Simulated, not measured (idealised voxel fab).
voxel transistor to metal: a process module
Pictured: cross-section cut, 280 nm wide, on a grid of 5 nm square cells.
Each cross-section below is a grid of square cells, stated as bands in top-down order, with one or more rows of cells making up each band.
Band: top and bottom heights (nm) first, top before bottom; then materials from left to right, widths in nm. "edge to edge" marks a sole material filling the band edge to edge. "air" denotes empty space.
The level at which height equals 0 is the one under which the wafer, as it arrives, is entirely one material. No lower edge exists for the bottom band, which continues downward and is notated as in "from 0 down".
Top row gets the first number, bottom row gets the second, and each row in between changes by the same step: that is how a band width like "30->40" works.
"nothing different", as given for a step, is the statement that not any cell of the cross-section underwent a change during that step.
Fully sealed voids: empty space of 8 cells or more with no open way to the top, each as width x height at its distance from the left edge, in nm
Post-settings text on a step line: simulator's own remark regarding the step.
The setting "overlay nm" may be written on the line of a step. When the step uses a mask, the value reports how far to the right of the planned place the mask lay, and a negative value reports that it lay to the left.

The planned process steps are enumerated hereunder
| 1 | RECEIVE with material Si |
| 2 | OXIDIZE with depth nm 5 |
| 3 | CONFORMAL_DEP with material SiN, thk nm 15 |
| 4 | MASKED_ETCH with tone cover, mask id ACTIVE, width nm 105, pitch nm 135, etch materials SiN, depth nm 15, overlay nm 0 |
| 5 | MASKED_ETCH with tone cover, mask id ACTIVE, width nm 105, pitch nm 135, etch materials SiO2, depth nm 5, overlay nm 0 |
| 6 | MASKED_ETCH with tone cover, mask id ACTIVE, width nm 105, pitch nm 135, etch materials Si, depth nm 20, overlay nm 0 |
| 7 | OXIDIZE with depth nm 5 |
| 8 | FILL_DEP with material SiO2, thk nm 15 |
| 9 | CMP with height nm 15 |
| 10 | SELECTIVE_ETCH with etch materials SiO2, depth nm 15 |
| 11 | STRIP with etch materials SiN |
| 12 | SELECTIVE_ETCH with etch materials SiO2, depth nm 5 |
| 13 | OXIDIZE with depth nm 5 |
| 14 | DIRECTIONAL_DEP with material polySi, thk nm 20 |
| 15 | DIRECTIONAL_DEP with material SiCN, thk nm 15 |
| 16 | PATTERN with tone cover, mask id GATE, material resist, width nm 25, pitch nm 135, thk nm 15, overlay nm 0 |
| 17 | DIRECTIONAL_ETCH with etch materials SiCN, depth nm 25 |
| 18 | DIRECTIONAL_ETCH with etch materials polySi, depth nm 30 |
| 19 | STRIP with etch materials resist |
| 20 | CONFORMAL_DEP with material SiO2, thk nm 5 |
| 21 | DIRECTIONAL_ETCH with etch materials SiO2, depth nm 5 |
| 22 | CONFORMAL_DEP with material SiN, thk nm 5 |
| 23 | DIRECTIONAL_ETCH with etch materials SiN, depth nm 5 |
| 24 | DIRECTIONAL_ETCH with etch materials SiO2, depth nm 5 |
| 25 | DIRECTIONAL_ETCH with etch materials Si, depth nm 5 |
| 26 | EPI with material nSi, thk nm 10 |
| 27 | FILL_DEP with material SiO2, thk nm 10 |
| 28 | CMP with height nm 15 |
| 29 | STRIP with etch materials polySi |
| 30 | SELECTIVE_ETCH with etch materials SiO2, depth nm 5 |
| 31 | CONFORMAL_DEP with material HfO2, thk nm 5 |
| 32 | CONFORMAL_DEP with material TiN, thk nm 5 |
| 33 | FILL_DEP with material W, thk nm 5 |
| 34 | CMP with height nm 10 |
| 35 | DIRECTIONAL_DEP with material SiO2, thk nm 10 |
| 36 | DIRECTIONAL_DEP with material aC, thk nm 10 |
| 37 | PATTERN with tone open, mask id CONTACT, material resist, width nm 20, thk nm 30, overlay nm 0 |
| 38 | DIRECTIONAL_ETCH with etch materials aC, depth nm 10 |
| 39 | STRIP with etch materials resist |
| 40 | DIRECTIONAL_ETCH with etch materials SiO2, depth nm 25 |
| 41 | STRIP with etch materials aC |
| 42 | CONFORMAL_DEP with material TiN, thk nm 5 |
| 43 | FILL_DEP with material W, thk nm 10 |
| 44 | CMP with height nm 20 |
| 45 | DIRECTIONAL_DEP with material TiN, thk nm 5 |
| 46 | DIRECTIONAL_DEP with material Ru, thk nm 20 |
| 47 | PATTERN with tone cover, mask id METAL_1, material resist, width nm 20, thk nm 20, overlay nm 0 |
| 48 | DIRECTIONAL_ETCH with etch materials Ru, depth nm 20 |
| 49 | DIRECTIONAL_ETCH with etch materials TiN, depth nm 5 |
| 50 | STRIP with etch materials resist |
| 51 | CONFORMAL_DEP with material SiCN, thk nm 5 |
| 52 | FILL_DEP with material lowk, thk nm 10 |
| 53 | CMP with height nm 45 |
| 54 | CONFORMAL_DEP with material SiCN, thk nm 5 |
| 55 | DIRECTIONAL_DEP with material lowk, thk nm 30 |
| 56 | PATTERN with tone open, mask id METAL_2, material resist, width nm 20, pitch nm 135, thk nm 15, overlay nm 0 |
| 57 | DIRECTIONAL_ETCH with etch materials lowk, depth nm 20 |
| 58 | STRIP with etch materials resist |
| 59 | PATTERN with tone open, mask id METAL_2_HOLES, material resist, width nm 15, pitch nm 135, thk nm 15, overlay nm 0 |
| 60 | DIRECTIONAL_ETCH with etch materials lowk, depth nm 10 |
| 61 | DIRECTIONAL_ETCH with etch materials SiCN, depth nm 5 |
| 62 | STRIP with etch materials resist |
| 63 | CONFORMAL_DEP with material TiN, thk nm 5 |
| 64 | FILL_DEP with material Ru, thk nm 5 |
| 65 | CMP with height nm 80 |
| 66 | CONFORMAL_DEP with material SiN, thk nm 5 |

Received-state cross-section, reflecting completion of step 1
> from 0 down = Si edge to edge
> Fully sealed voids: none

Starting structure and process plan are as shown above, but one mistake was made in running the module; the wafer cross-section at the end of the module follows
> from 85 to 80 = SiN edge to edge
> from 80 to 65 = lowk: 25, then TiN: 5, then Ru: 10, then TiN: 5, then lowk: 115, then TiN: 5, then Ru: 10, then TiN: 5, then lowk: 100
> from 65 to 60 = lowk: 25, then TiN: 5, then Ru: 5, then TiN: 10, then lowk: 115, then TiN: 5, then Ru: 5, then TiN: 10, then lowk: 100
> from 60 to 50 = lowk: 25, then TiN: 5, then Ru: 5, then TiN: 5, then lowk: 120, then TiN: 5, then Ru: 5, then TiN: 5, then lowk: 105
> from 50 to 45 = SiCN: 25, then TiN: 15, then SiCN: 120, then TiN: 15, then SiCN: 105
> from 45 to 25 = lowk: 20, then SiCN: 5, then Ru: 20, then SiCN: 5, then lowk: 45, then SiCN: 5, then Ru: 20, then SiCN: 5, then lowk: 30, then SiCN: 5, then Ru: 20, then SiCN: 5, then lowk: 45, then SiCN: 5, then Ru: 20, then SiCN: 5, then lowk: 20
> from 25 to 20 = SiCN: 25, then TiN: 20, then SiCN: 55, then TiN: 20, then SiCN: 40, then TiN: 20, then SiCN: 55, then TiN: 20, then SiCN: 25
> from 20 to 15 = SiO2: 25, then TiN: 5, then W: 10, then TiN: 5, then SiO2: 55, then TiN: 5, then W: 10, then TiN: 5, then SiO2: 40, then TiN: 5, then W: 10, then TiN: 5, then SiO2: 55, then TiN: 5, then W: 10, then TiN: 5, then SiO2: 25
> from 15 to 10 = SiO2: 25, then TiN: 20, then SiO2: 55, then TiN: 20, then SiO2: 40, then TiN: 20, then SiO2: 55, then TiN: 20, then SiO2: 25
> from 10 to 0 = W: 55, then TiN: 5, then HfO2: 5, then SiN: 5, then SiO2: 5, then SiN: 5, then HfO2: 5, then TiN: 5, then W: 100, then TiN: 5, then HfO2: 5, then SiN: 5, then SiO2: 5, then SiN: 5, then HfO2: 5, then TiN: 5, then W: 55
> from 0 to -5 = TiN: 60, then HfO2: 5, then SiN: 5, then nSi: 5, then SiN: 5, then HfO2: 5, then TiN: 110, then HfO2: 5, then SiN: 5, then nSi: 5, then SiN: 5, then HfO2: 5, then TiN: 60
> from -5 to -10 = HfO2: 65, then SiO2: 5, then nSi: 5, then SiO2: 5, then HfO2: 120, then SiO2: 5, then nSi: 5, then SiO2: 5, then HfO2: 65
> from -10 to -15 = SiO2: 25, then Si: 45, then nSi: 5, then Si: 45, then SiO2: 40, then Si: 45, then nSi: 5, then Si: 45, then SiO2: 25
> from -15 to -30 = SiO2: 25, then Si: 95, then SiO2: 40, then Si: 95, then SiO2: 25
> from -30 down = Si edge to edge
> Fully sealed voids: none
Nonconformance to the process plan: so step 16 ended up running with a different setting than we planned, it ran as PATTERN with tone open, mask id GATE, material resist, width nm 25, pitch nm 135, thk nm 15, overlay nm 0
